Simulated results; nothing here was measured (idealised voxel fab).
process module | voxel lift off
cross-section cut | 285 nm wide | cells 5 nm
A cross-section is a grid of square cells, given in bands from the top down. A band is one or more rows of cells.
Each band's line starts with the height of the band's top and of its bottom, in nm. Then come its materials from left to right, each with its width in nm. One material with "throughout" fills the band from edge to edge. "air" is empty space.
Height 0 is the level under which the wafer as received is all one material. The lowest band goes on downwards, as in "0 down".
A width such as "30 to 40" changes by the same amount from each row of cells to the next, from the band's top row to its bottom row.
"no change" after a step means that no cell of the cross-section changed.
closed voids: empty space of 8 cells or more with no open way to the top, each as width x height at its distance from the left edge, in nm
after a step's settings: what the simulator itself notes on the step
overlay nm, on a step with a mask: how far to the right of its planned place the mask lay; to the left if negative
plan
1 op RECEIVE | material Si
2 op CONFORMAL_DEP | material Al2O3 | thk nm 5
3 op PATTERN | tone open | mask id LINES | material resist | width nm 20 | pitch nm 50 | thk nm 20 | overlay nm 0
4 op DIRECTIONAL_DEP | material Ru | thk nm 10
5 op STRIP | etch materials resist
6 op CONFORMAL_DEP | material SiN | thk nm 5
varied across the wafers: thk nm of step 6. The plan shows the first wafer's value. All wafers start alike
first wafer as received, after step 1
  0 down: Si throughout
  closed voids: none
each wafer at the end: cells of each material gained (+) or lost (-) since it was received, then its closed voids
thk nm 5 | +57 Al2O3 | +32 Ru | +73 SiN | closed voids: none
thk nm 10 | +57 Al2O3 | +32 Ru | +146 SiN | closed voids: none
thk nm 15 | +57 Al2O3 | +32 Ru | +219 SiN | closed voids: none
thk nm 20 | +57 Al2O3 | +32 Ru | +280 SiN | closed voids: none
